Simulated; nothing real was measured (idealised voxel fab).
Documented hereafter: the process module known as voxel wiring stack.
Cross-section cut: width 280 nm, square cells of 5 nm.
A cross-section in this document is a grid of square cells, and it is written down as bands, the top band listed before the ones below it; a band is made up of one or more rows of cells. What a band's entry tells you: where the top is and where the bottom is, as heights in nm, and after that what lies inside, material by material from left to right, each with its width in nm. Empty space is written as the word "empty", and a single material marked with the word "throughout" occupies the band from edge to edge. All heights in this document are referenced to 0, defined as the level beneath which the wafer, as received, consists entirely of one material. The lowest band is not bounded below; it extends indefinitely downward and is written in the form "0 down". So if you see something like "30 to 40" for the width, read it as the top row of the band sitting at the first number and the bottom row at the second, with every row in between moving by the same amount as the last. It should be understood that the words "identical to before", when stated for a given step, signify that the cross-section underwent no change in any of its cells during that step. "Encapsulated voids" specifies each empty space that is not open to the top and that occupies no fewer than 8 cells, using the form width x height at distance, the distance measured from the left edge and all three quantities in nm. On each step's line, the part that comes after the settings is the simulator's own comment on the step. "overlay nm" denotes, for a step that has a mask, the displacement of the mask to the right of its planned place, with negative values corresponding to the left.
Process steps (planned)
1: RECEIVE with material Si
2: CONFORMAL_DEP with material SiO2, thk nm 10
3: CONFORMAL_DEP with material SiCN, thk nm 5
4: DIRECTIONAL_DEP with material lowk, thk nm 25
5: DIRECTIONAL_DEP with material aC, thk nm 10
6: PATTERN with tone open, mask id METAL_1, material resist, width nm 30, pitch nm 45, thk nm 30, overlay nm 0
7: DIRECTIONAL_ETCH with etch materials aC, depth nm 10
8: STRIP with etch materials resist
9: DIRECTIONAL_ETCH with etch materials lowk, depth nm 25
10: DIRECTIONAL_ETCH with etch materials SiCN, depth nm 5
11: STRIP with etch materials aC
12: CONFORMAL_DEP with material TiN, thk nm 5
13: FILL_DEP with material W, thk nm 5
14: CMP with height nm 40
15: CONFORMAL_DEP with material SiCN, thk nm 5
16: DIRECTIONAL_DEP with material SiO2, thk nm 25
17: DIRECTIONAL_DEP with material aC, thk nm 15
18: PATTERN with tone open, mask id METAL_2_HOLES, material resist, width nm 15, thk nm 30, overlay nm 0
19: DIRECTIONAL_ETCH with etch materials aC, depth nm 15
20: STRIP with etch materials resist
21: DIRECTIONAL_ETCH with etch materials SiO2, depth nm 25
22: STRIP with etch materials aC
23: PATTERN with tone open, mask id METAL_2, material resist, width nm 30, pitch nm 45, thk nm 20, overlay nm 0
24: DIRECTIONAL_ETCH with etch materials SiO2, depth nm 15
25: DIRECTIONAL_ETCH with etch materials SiCN, depth nm 5
26: STRIP with etch materials resist
27: CONFORMAL_DEP with material TiN, thk nm 5
28: FILL_DEP with material Cu, thk nm 10
29: CMP with height nm 70
30: CONFORMAL_DEP with material SiCN, thk nm 5
31: DIRECTIONAL_DEP with material SiO2, thk nm 15
32: MASKED_ETCH with tone open, mask id PLUG_2, width nm 15, pitch nm 45, etch materials SiO2, depth nm 15, overlay nm 0
33: MASKED_ETCH with tone open, mask id PLUG_2, width nm 15, pitch nm 45, etch materials SiCN, depth nm 5, overlay nm 0
34: EPI with material Ru, thk nm 10
35: EPI with material Ru, thk nm 10
36: DIRECTIONAL_DEP with material TiN, thk nm 5
37: DIRECTIONAL_DEP with material W, thk nm 20
38: PATTERN with tone cover, mask id METAL_3, material resist, width nm 30, pitch nm 45, thk nm 15, overlay nm 0
39: DIRECTIONAL_ETCH with etch materials W, depth nm 20
40: DIRECTIONAL_ETCH with etch materials TiN, depth nm 5
41: STRIP with etch materials resist
42: CONFORMAL_DEP with material SiCN, thk nm 5
43: FILL_DEP with material SiO2, thk nm 5
44: CMP with height nm 115
45: CONFORMAL_DEP with material SiCN, thk nm 5
46: DIRECTIONAL_DEP with material SiO2, thk nm 10
47: DIRECTIONAL_DEP with material aC, thk nm 15
48: PATTERN with tone open, mask id PLUG_3, material resist, width nm 15, thk nm 35, overlay nm 0
49: DIRECTIONAL_ETCH with etch materials aC, depth nm 15
50: STRIP with etch materials resist
51: DIRECTIONAL_ETCH with etch materials SiO2, depth nm 10
52: DIRECTIONAL_ETCH with etch materials SiCN, depth nm 5
53: STRIP with etch materials aC
54: CONFORMAL_DEP with material TiN, thk nm 5
55: FILL_DEP with material Ru, thk nm 10
56: CMP with height nm 130
57: CONFORMAL_DEP with material SiN, thk nm 5
58: DIRECTIONAL_DEP with material SiO2, thk nm 25
59: DIRECTIONAL_DEP with material aC, thk nm 10
60: PATTERN with tone open, mask id METAL_4, material resist, width nm 30, pitch nm 45, thk nm 25, overlay nm 0
61: DIRECTIONAL_ETCH with etch materials aC, depth nm 10
62: STRIP with etch materials resist
63: DIRECTIONAL_ETCH with etch materials SiO2, depth nm 25
64: DIRECTIONAL_ETCH with etch materials SiN, depth nm 5
65: STRIP with etch materials aC
66: CONFORMAL_DEP with material TiN, thk nm 5
67: FILL_DEP with material Cu, thk nm 5
68: CMP with height nm 160
69: CONFORMAL_DEP with material SiN, thk nm 5
Below: the first of two wafers, run as planned
So this is the incoming wafer in cross-section - it's already been through step 1
	0 down: Si throughout
	Encapsulated voids: none
Step 2 done - wafer cross-section
	10 to 0: SiO2 throughout
	For the remainder of the cross-section, below 0, there is no change.
Step 3 done - wafer cross-section
	15 to 10: SiCN throughout
	For the remainder of the cross-section, below 10, there is no change.
Step 4 done - wafer cross-section
	40 to 15: lowk throughout
	For the remainder of the cross-section, below 15, there is no change.
Step 5 done - wafer cross-section
	50 to 40: aC throughout
	For the remainder of the cross-section, below 40, there is no change.
Step 6 done - wafer cross-section
	80 to 50: 100 resist | 30 empty | 15 resist | 30 empty | 105 resist
	For the remainder of the cross-section, below 50, there is no change.
Step 7 done - wafer cross-section
	70 to 50: 100 resist | 30 empty | 15 resist | 30 empty | 105 resist
	50 to 40: 100 aC | 30 empty | 15 aC | 30 empty | 105 aC
	For the remainder of the cross-section, below 40, there is no change.
Step 8 done - wafer cross-section
	50 to 40: 100 aC | 30 empty | 15 aC | 30 empty | 105 aC
	For the remainder of the cross-section, below 40, there is no change.
Step 9 done - wafer cross-section
	50 to 40: 100 aC | 30 empty | 15 aC | 30 empty | 105 aC
	40 to 15: 100 lowk | 30 empty | 15 lowk | 30 empty | 105 lowk
	For the remainder of the cross-section, below 15, there is no change.
Step 10 done - wafer cross-section
	50 to 40: 100 aC | 30 empty | 15 aC | 30 empty | 105 aC
	40 to 15: 100 lowk | 30 empty | 15 lowk | 30 empty | 105 lowk
	15 to 10: 100 SiCN | 30 empty | 15 SiCN | 30 empty | 105 SiCN
	For the remainder of the cross-section, below 10, there is no change.
Step 11 done - wafer cross-section
	40 to 15: 100 lowk | 30 empty | 15 lowk | 30 empty | 105 lowk
	For the remainder of the cross-section, below 15, there is no change.
Step 12 done - wafer cross-section
	45 to 40: 105 TiN | 20 empty | 25 TiN | 20 empty | 110 TiN
	40 to 15: 100 lowk | 5 TiN | 20 empty | 5 TiN | 15 lowk | 5 TiN | 20 empty | 5 TiN | 105 lowk
	15 to 10: 100 SiCN | 30 TiN | 15 SiCN | 30 TiN | 105 SiCN
	For the remainder of the cross-section, below 10, there is no change.
Step 13 done - wafer cross-section
	50 to 45: W throughout
	45 to 40: 105 TiN | 20 W | 25 TiN | 20 W | 110 TiN
	40 to 15: 100 lowk | 5 TiN | 20 W | 5 TiN | 15 lowk | 5 TiN | 20 W | 5 TiN | 105 lowk
	For the remainder of the cross-section, below 15, there is no change.
Step 14 done - wafer cross-section
	40 to 15: 100 lowk | 5 TiN | 20 W | 5 TiN | 15 lowk | 5 TiN | 20 W | 5 TiN | 105 lowk
	For the remainder of the cross-section, below 15, there is no change.
Step 15 done - wafer cross-section
	45 to 40: SiCN throughout
	For the remainder of the cross-section, below 40, there is no change.
Step 16 done - wafer cross-section
	70 to 45: SiO2 throughout
	For the remainder of the cross-section, below 45, there is no change.
Step 17 done - wafer cross-section
	85 to 70: aC throughout
	For the remainder of the cross-section, below 70, there is no change.
Step 18 done - wafer cross-section
	115 to 85: 100 resist | 15 empty | 165 resist
	For the remainder of the cross-section, below 85, there is no change.
Step 19 done - wafer cross-section
	100 to 85: 100 resist | 15 empty | 165 resist
	85 to 70: 100 aC | 15 empty | 165 aC
	For the remainder of the cross-section, below 70, there is no change.
Step 20 done - wafer cross-section
	85 to 70: 100 aC | 15 empty | 165 aC
	For the remainder of the cross-section, below 70, there is no change.
Step 21 done - wafer cross-section
	85 to 70: 100 aC | 15 empty | 165 aC
	70 to 45: 100 SiO2 | 15 empty | 165 SiO2
	For the remainder of the cross-section, below 45, there is no change.
Step 22 done - wafer cross-section
	70 to 45: 100 SiO2 | 15 empty | 165 SiO2
	For the remainder of the cross-section, below 45, there is no change.
Step 23 done - wafer cross-section
	90 to 70: 100 resist | 30 empty | 15 resist | 30 empty | 105 resist
	For the remainder of the cross-section, below 70, there is no change.
Step 24 done - wafer cross-section
	90 to 70: 100 resist | 30 empty | 15 resist | 30 empty | 105 resist
	70 to 55: 100 SiO2 | 30 empty | 15 SiO2 | 30 empty | 105 SiO2
	For the remainder of the cross-section, below 55, there is no change.
Step 25 done - wafer cross-section
	90 to 70: 100 resist | 30 empty | 15 resist | 30 empty | 105 resist
	70 to 55: 100 SiO2 | 30 empty | 15 SiO2 | 30 empty | 105 SiO2
	55 to 45: 100 SiO2 | 15 empty | 165 SiO2
	45 to 40: 100 SiCN | 15 empty | 165 SiCN
	For the remainder of the cross-section, below 40, there is no change.
Step 26 done - wafer cross-section
	70 to 55: 100 SiO2 | 30 empty | 15 SiO2 | 30 empty | 105 SiO2
	For the remainder of the cross-section, below 55, there is no change.
Step 27 done - wafer cross-section
	75 to 70: 105 TiN | 20 empty | 25 TiN | 20 empty | 110 TiN
	70 to 60: 100 SiO2 | 5 TiN | 20 empty | 5 TiN | 15 SiO2 | 5 TiN | 20 empty | 5 TiN | 105 SiO2
	60 to 55: 100 SiO2 | 5 TiN | 5 empty | 20 TiN | 15 SiO2 | 30 TiN | 105 SiO2
	55 to 45: 100 SiO2 | 5 TiN | 5 empty | 5 TiN | 165 SiO2
	45 to 40: 100 SiCN | 15 TiN | 165 SiCN
	For the remainder of the cross-section, below 40, there is no change.
Step 28 done - wafer cross-section
	85 to 75: Cu throughout
	75 to 70: 105 TiN | 20 Cu | 25 TiN | 20 Cu | 110 TiN
	70 to 60: 100 SiO2 | 5 TiN | 20 Cu | 5 TiN | 15 SiO2 | 5 TiN | 20 Cu | 5 TiN | 105 SiO2
	60 to 55: 100 SiO2 | 5 TiN | 5 Cu | 20 TiN | 15 SiO2 | 30 TiN | 105 SiO2
	55 to 45: 100 SiO2 | 5 TiN | 5 Cu | 5 TiN | 165 SiO2
	For the remainder of the cross-section, below 45, there is no change.
Step 29 done - wafer cross-section
	70 to 60: 100 SiO2 | 5 TiN | 20 Cu | 5 TiN | 15 SiO2 | 5 TiN | 20 Cu | 5 TiN | 105 SiO2
	For the remainder of the cross-section, below 60, there is no change.
Step 30 done - wafer cross-section
	75 to 70: SiCN throughout
	For the remainder of the cross-section, below 70, there is no change.
Step 31 done - wafer cross-section
	90 to 75: SiO2 throughout
	For the remainder of the cross-section, below 75, there is no change.
Step 32 done - wafer cross-section
	90 to 75: 100 SiO2 | 15 empty | 30 SiO2 | 15 empty | 120 SiO2
	For the remainder of the cross-section, below 75, there is no change.
Step 33 done - wafer cross-section
	90 to 75: 100 SiO2 | 15 empty | 30 SiO2 | 15 empty | 120 SiO2
	75 to 70: 100 SiCN | 15 empty | 30 SiCN | 15 empty | 120 SiCN
	For the remainder of the cross-section, below 70, there is no change.
Step 34 done - wafer cross-section
	90 to 80: 100 SiO2 | 15 empty | 30 SiO2 | 15 empty | 120 SiO2
	80 to 75: 100 SiO2 | 15 Ru | 30 SiO2 | 15 Ru | 120 SiO2
	75 to 70: 100 SiCN | 15 Ru | 30 SiCN | 15 Ru | 120 SiCN
	For the remainder of the cross-section, below 70, there is no change.
Step 35 done - wafer cross-section
	90 to 75: 100 SiO2 | 15 Ru | 30 SiO2 | 15 Ru | 120 SiO2
	For the remainder of the cross-section, below 75, there is no change.
Step 36 done - wafer cross-section
	95 to 90: TiN throughout
	For the remainder of the cross-section, below 90, there is no change.
Step 37 done - wafer cross-section
	115 to 95: W throughout
	For the remainder of the cross-section, below 95, there is no change.
Step 38 done - wafer cross-section
	130 to 115: 100 empty | 30 resist | 15 empty | 30 resist | 105 empty
	For the remainder of the cross-section, below 115, there is no change.
Step 39 done - wafer cross-section
	130 to 115: 100 empty | 30 resist | 15 empty | 30 resist | 105 empty
	115 to 95: 100 empty | 30 W | 15 empty | 30 W | 105 empty
	For the remainder of the cross-section, below 95, there is no change.
Step 40 done - wafer cross-section
	130 to 115: 100 empty | 30 resist | 15 empty | 30 resist | 105 empty
	115 to 95: 100 empty | 30 W | 15 empty | 30 W | 105 empty
	95 to 90: 100 empty | 30 TiN | 15 empty | 30 TiN | 105 empty
	For the remainder of the cross-section, below 90, there is no change.
Step 41 done - wafer cross-section
	115 to 95: 100 empty | 30 W | 15 empty | 30 W | 105 empty
	For the remainder of the cross-section, below 95, there is no change.
Step 42 done - wafer cross-section
	120 to 115: 95 empty | 40 SiCN | 5 empty | 40 SiCN | 100 empty
	115 to 95: 95 empty | 5 SiCN | 30 W | 5 SiCN | 5 empty | 5 SiCN | 30 W | 5 SiCN | 100 empty
	95 to 90: 100 SiCN | 30 TiN | 15 SiCN | 30 TiN | 105 SiCN
	For the remainder of the cross-section, below 90, there is no change.
Step 43 done - wafer cross-section
	125 to 120: SiO2 throughout
	120 to 115: 95 SiO2 | 40 SiCN | 5 SiO2 | 40 SiCN | 100 SiO2
	115 to 95: 95 SiO2 | 5 SiCN | 30 W | 5 SiCN | 5 SiO2 | 5 SiCN | 30 W | 5 SiCN | 100 SiO2
	For the remainder of the cross-section, below 95, there is no change.
Step 44 done - wafer cross-section
	115 to 95: 95 SiO2 | 5 SiCN | 30 W | 5 SiCN | 5 SiO2 | 5 SiCN | 30 W | 5 SiCN | 100 SiO2
	For the remainder of the cross-section, below 95, there is no change.
Step 45 done - wafer cross-section
	120 to 115: SiCN throughout
	For the remainder of the cross-section, below 115, there is no change.
Step 46 done - wafer cross-section
	130 to 120: SiO2 throughout
	For the remainder of the cross-section, below 120, there is no change.
Step 47 done - wafer cross-section
	145 to 130: aC throughout
	For the remainder of the cross-section, below 130, there is no change.
Step 48 done - wafer cross-section
	180 to 145: 100 resist | 15 empty | 165 resist
	For the remainder of the cross-section, below 145, there is no change.
Step 49 done - wafer cross-section
	165 to 145: 100 resist | 15 empty | 165 resist
	145 to 130: 100 aC | 15 empty | 165 aC
	For the remainder of the cross-section, below 130, there is no change.
Step 50 done - wafer cross-section
	145 to 130: 100 aC | 15 empty | 165 aC
	For the remainder of the cross-section, below 130, there is no change.
Step 51 done - wafer cross-section
	145 to 130: 100 aC | 15 empty | 165 aC
	130 to 120: 100 SiO2 | 15 empty | 165 SiO2
	For the remainder of the cross-section, below 120, there is no change.
Step 52 done - wafer cross-section
	145 to 130: 100 aC | 15 empty | 165 aC
	130 to 120: 100 SiO2 | 15 empty | 165 SiO2
	120 to 115: 100 SiCN | 15 empty | 165 SiCN
	For the remainder of the cross-section, below 115, there is no change.
Step 53 done - wafer cross-section
	130 to 120: 100 SiO2 | 15 empty | 165 SiO2
	For the remainder of the cross-section, below 120, there is no change.
Step 54 done - wafer cross-section
	135 to 130: 105 TiN | 5 empty | 170 TiN
	130 to 120: 100 SiO2 | 5 TiN | 5 empty | 5 TiN | 165 SiO2
	120 to 115: 100 SiCN | 15 TiN | 165 SiCN
	For the remainder of the cross-section, below 115, there is no change.
Step 55 done - wafer cross-section
	145 to 135: Ru throughout
	135 to 130: 105 TiN | 5 Ru | 170 TiN
	130 to 120: 100 SiO2 | 5 TiN | 5 Ru | 5 TiN | 165 SiO2
	For the remainder of the cross-section, below 120, there is no change.
Step 56 done - wafer cross-section
	130 to 120: 100 SiO2 | 5 TiN | 5 Ru | 5 TiN | 165 SiO2
	For the remainder of the cross-section, below 120, there is no change.
Step 57 done - wafer cross-section
	135 to 130: SiN throughout
	For the remainder of the cross-section, below 130, there is no change.
Step 58 done - wafer cross-section
	160 to 135: SiO2 throughout
	For the remainder of the cross-section, below 135, there is no change.
Step 59 done - wafer cross-section
	170 to 160: aC throughout
	For the remainder of the cross-section, below 160, there is no change.
Step 60 done - wafer cross-section
	195 to 170: 100 resist | 30 empty | 15 resist | 30 empty | 105 resist
	For the remainder of the cross-section, below 170, there is no change.
Step 61 done - wafer cross-section
	185 to 170: 100 resist | 30 empty | 15 resist | 30 empty | 105 resist
	170 to 160: 100 aC | 30 empty | 15 aC | 30 empty | 105 aC
	For the remainder of the cross-section, below 160, there is no change.
Step 62 done - wafer cross-section
	170 to 160: 100 aC | 30 empty | 15 aC | 30 empty | 105 aC
	For the remainder of the cross-section, below 160, there is no change.
Step 63 done - wafer cross-section
	170 to 160: 100 aC | 30 empty | 15 aC | 30 empty | 105 aC
	160 to 135: 100 SiO2 | 30 empty | 15 SiO2 | 30 empty | 105 SiO2
	For the remainder of the cross-section, below 135, there is no change.
Step 64 done - wafer cross-section
	170 to 160: 100 aC | 30 empty | 15 aC | 30 empty | 105 aC
	160 to 135: 100 SiO2 | 30 empty | 15 SiO2 | 30 empty | 105 SiO2
	135 to 130: 100 SiN | 30 empty | 15 SiN | 30 empty | 105 SiN
	For the remainder of the cross-section, below 130, there is no change.
Step 65 done - wafer cross-section
	160 to 135: 100 SiO2 | 30 empty | 15 SiO2 | 30 empty | 105 SiO2
	For the remainder of the cross-section, below 135, there is no change.
Step 66 done - wafer cross-section
	165 to 160: 105 TiN | 20 empty | 25 TiN | 20 empty | 110 TiN
	160 to 135: 100 SiO2 | 5 TiN | 20 empty | 5 TiN | 15 SiO2 | 5 TiN | 20 empty | 5 TiN | 105 SiO2
	135 to 130: 100 SiN | 30 TiN | 15 SiN | 30 TiN | 105 SiN
	For the remainder of the cross-section, below 130, there is no change.
Step 67 done - wafer cross-section
	170 to 165: Cu throughout
	165 to 160: 105 TiN | 20 Cu | 25 TiN | 20 Cu | 110 TiN
	160 to 135: 100 SiO2 | 5 TiN | 20 Cu | 5 TiN | 15 SiO2 | 5 TiN | 20 Cu | 5 TiN | 105 SiO2
	For the remainder of the cross-section, below 135, there is no change.
Step 68 done - wafer cross-section
	160 to 135: 100 SiO2 | 5 TiN | 20 Cu | 5 TiN | 15 SiO2 | 5 TiN | 20 Cu | 5 TiN | 105 SiO2
	For the remainder of the cross-section, below 135, there is no change.
Step 69 done - wafer cross-section
	165 to 160: SiN throughout
	For the remainder of the cross-section, below 160, there is no change.
Notes, second wafer: start = first wafer's, plan = first wafer's, execution had one mistake; history identical to first through step 32
X-section, second wafer, when step 33 was due to finish
	90 to 75: 100 SiO2 | 15 empty | 30 SiO2 | 15 empty | 120 SiO2
	75 to 70: 110 SiCN | 5 empty | 40 SiCN | 5 empty | 120 SiCN
	For the remainder of the cross-section, below 70, there is no change.
X-section, second wafer, when step 34 was due to finish
	90 to 80: 100 SiO2 | 15 empty | 30 SiO2 | 15 empty | 120 SiO2
	80 to 75: 100 SiO2 | 5 empty | 10 Ru | 30 SiO2 | 5 empty | 10 Ru | 120 SiO2
	75 to 70: 110 SiCN | 5 Ru | 40 SiCN | 5 Ru | 120 SiCN
	For the remainder of the cross-section, below 70, there is no change.
X-section, second wafer, when step 35 was due to finish
	90 to 75: 100 SiO2 | 15 Ru | 30 SiO2 | 15 Ru | 120 SiO2
	For the remainder of the cross-section, below 75, there is no change.
X-section, second wafer, when step 36 was due to finish
	95 to 90: TiN throughout
	For the remainder of the cross-section, below 90, there is no change.
X-section, second wafer, when step 37 was due to finish
	115 to 95: W throughout
	For the remainder of the cross-section, below 95, there is no change.
X-section, second wafer, when step 38 was due to finish
	130 to 115: 100 empty | 30 resist | 15 empty | 30 resist | 105 empty
	For the remainder of the cross-section, below 115, there is no change.
X-section, second wafer, when step 39 was due to finish
	130 to 115: 100 empty | 30 resist | 15 empty | 30 resist | 105 empty
	115 to 95: 100 empty | 30 W | 15 empty | 30 W | 105 empty
	For the remainder of the cross-section, below 95, there is no change.
X-section, second wafer, when step 40 was due to finish
	130 to 115: 100 empty | 30 resist | 15 empty | 30 resist | 105 empty
	115 to 95: 100 empty | 30 W | 15 empty | 30 W | 105 empty
	95 to 90: 100 empty | 30 TiN | 15 empty | 30 TiN | 105 empty
	For the remainder of the cross-section, below 90, there is no change.
X-section, second wafer, when step 41 was due to finish
	115 to 95: 100 empty | 30 W | 15 empty | 30 W | 105 empty
	For the remainder of the cross-section, below 95, there is no change.
X-section, second wafer, when step 42 was due to finish
	120 to 115: 95 empty | 40 SiCN | 5 empty | 40 SiCN | 100 empty
	115 to 95: 95 empty | 5 SiCN | 30 W | 5 SiCN | 5 empty | 5 SiCN | 30 W | 5 SiCN | 100 empty
	95 to 90: 100 SiCN | 30 TiN | 15 SiCN | 30 TiN | 105 SiCN
	For the remainder of the cross-section, below 90, there is no change.
X-section, second wafer, when step 43 was due to finish
	125 to 120: SiO2 throughout
	120 to 115: 95 SiO2 | 40 SiCN | 5 SiO2 | 40 SiCN | 100 SiO2
	115 to 95: 95 SiO2 | 5 SiCN | 30 W | 5 SiCN | 5 SiO2 | 5 SiCN | 30 W | 5 SiCN | 100 SiO2
	For the remainder of the cross-section, below 95, there is no change.
X-section, second wafer, when step 44 was due to finish
	115 to 95: 95 SiO2 | 5 SiCN | 30 W | 5 SiCN | 5 SiO2 | 5 SiCN | 30 W | 5 SiCN | 100 SiO2
	For the remainder of the cross-section, below 95, there is no change.
X-section, second wafer, when step 45 was due to finish
	120 to 115: SiCN throughout
	For the remainder of the cross-section, below 115, there is no change.
X-section, second wafer, when step 46 was due to finish
	130 to 120: SiO2 throughout
	For the remainder of the cross-section, below 120, there is no change.
X-section, second wafer, when step 47 was due to finish
	145 to 130: aC throughout
	For the remainder of the cross-section, below 130, there is no change.
X-section, second wafer, when step 48 was due to finish
	180 to 145: 100 resist | 15 empty | 165 resist
	For the remainder of the cross-section, below 145, there is no change.
X-section, second wafer, when step 49 was due to finish
	165 to 145: 100 resist | 15 empty | 165 resist
	145 to 130: 100 aC | 15 empty | 165 aC
	For the remainder of the cross-section, below 130, there is no change.
X-section, second wafer, when step 50 was due to finish
	145 to 130: 100 aC | 15 empty | 165 aC
	For the remainder of the cross-section, below 130, there is no change.
X-section, second wafer, when step 51 was due to finish
	145 to 130: 100 aC | 15 empty | 165 aC
	130 to 120: 100 SiO2 | 15 empty | 165 SiO2
	For the remainder of the cross-section, below 120, there is no change.
X-section, second wafer, when step 52 was due to finish
	145 to 130: 100 aC | 15 empty | 165 aC
	130 to 120: 100 SiO2 | 15 empty | 165 SiO2
	120 to 115: 100 SiCN | 15 empty | 165 SiCN
	For the remainder of the cross-section, below 115, there is no change.
X-section, second wafer, when step 53 was due to finish
	130 to 120: 100 SiO2 | 15 empty | 165 SiO2
	For the remainder of the cross-section, below 120, there is no change.
X-section, second wafer, when step 54 was due to finish
	135 to 130: 105 TiN | 5 empty | 170 TiN
	130 to 120: 100 SiO2 | 5 TiN | 5 empty | 5 TiN | 165 SiO2
	120 to 115: 100 SiCN | 15 TiN | 165 SiCN
	For the remainder of the cross-section, below 115, there is no change.
X-section, second wafer, when step 55 was due to finish
	145 to 135: Ru throughout
	135 to 130: 105 TiN | 5 Ru | 170 TiN
	130 to 120: 100 SiO2 | 5 TiN | 5 Ru | 5 TiN | 165 SiO2
	For the remainder of the cross-section, below 120, there is no change.
X-section, second wafer, when step 56 was due to finish
	130 to 120: 100 SiO2 | 5 TiN | 5 Ru | 5 TiN | 165 SiO2
	For the remainder of the cross-section, below 120, there is no change.
X-section, second wafer, when step 57 was due to finish
	135 to 130: SiN throughout
	For the remainder of the cross-section, below 130, there is no change.
X-section, second wafer, when step 58 was due to finish
	160 to 135: SiO2 throughout
	For the remainder of the cross-section, below 135, there is no change.
X-section, second wafer, when step 59 was due to finish
	170 to 160: aC throughout
	For the remainder of the cross-section, below 160, there is no change.
X-section, second wafer, when step 60 was due to finish
	195 to 170: 100 resist | 30 empty | 15 resist | 30 empty | 105 resist
	For the remainder of the cross-section, below 170, there is no change.
X-section, second wafer, when step 61 was due to finish
	185 to 170: 100 resist | 30 empty | 15 resist | 30 empty | 105 resist
	170 to 160: 100 aC | 30 empty | 15 aC | 30 empty | 105 aC
	For the remainder of the cross-section, below 160, there is no change.
X-section, second wafer, when step 62 was due to finish
	170 to 160: 100 aC | 30 empty | 15 aC | 30 empty | 105 aC
	For the remainder of the cross-section, below 160, there is no change.
X-section, second wafer, when step 63 was due to finish
	170 to 160: 100 aC | 30 empty | 15 aC | 30 empty | 105 aC
	160 to 135: 100 SiO2 | 30 empty | 15 SiO2 | 30 empty | 105 SiO2
	For the remainder of the cross-section, below 135, there is no change.
X-section, second wafer, when step 64 was due to finish
	170 to 160: 100 aC | 30 empty | 15 aC | 30 empty | 105 aC
	160 to 135: 100 SiO2 | 30 empty | 15 SiO2 | 30 empty | 105 SiO2
	135 to 130: 100 SiN | 30 empty | 15 SiN | 30 empty | 105 SiN
	For the remainder of the cross-section, below 130, there is no change.
X-section, second wafer, when step 65 was due to finish
	160 to 135: 100 SiO2 | 30 empty | 15 SiO2 | 30 empty | 105 SiO2
	For the remainder of the cross-section, below 135, there is no change.
X-section, second wafer, when step 66 was due to finish
	165 to 160: 105 TiN | 20 empty | 25 TiN | 20 empty | 110 TiN
	160 to 135: 100 SiO2 | 5 TiN | 20 empty | 5 TiN | 15 SiO2 | 5 TiN | 20 empty | 5 TiN | 105 SiO2
	135 to 130: 100 SiN | 30 TiN | 15 SiN | 30 TiN | 105 SiN
	For the remainder of the cross-section, below 130, there is no change.
X-section, second wafer, when step 67 was due to finish
	170 to 165: Cu throughout
	165 to 160: 105 TiN | 20 Cu | 25 TiN | 20 Cu | 110 TiN
	160 to 135: 100 SiO2 | 5 TiN | 20 Cu | 5 TiN | 15 SiO2 | 5 TiN | 20 Cu | 5 TiN | 105 SiO2
	For the remainder of the cross-section, below 135, there is no change.
X-section, second wafer, when step 68 was due to finish
	160 to 135: 100 SiO2 | 5 TiN | 20 Cu | 5 TiN | 15 SiO2 | 5 TiN | 20 Cu | 5 TiN | 105 SiO2
	For the remainder of the cross-section, below 135, there is no change.
X-section, second wafer, when step 69 was due to finish
	165 to 160: SiN throughout
	For the remainder of the cross-section, below 160, there is no change.
Diagnosis: step 33 off recipe, ran as MASKED_ETCH with tone open, mask id PLUG_2, width nm 15, pitch nm 45, etch materials SiCN, depth nm 5, overlay nm 10
The final cell counts differ between the wafers, with the second having more or fewer of some materials than the first: Ru -4 | SiCN +4
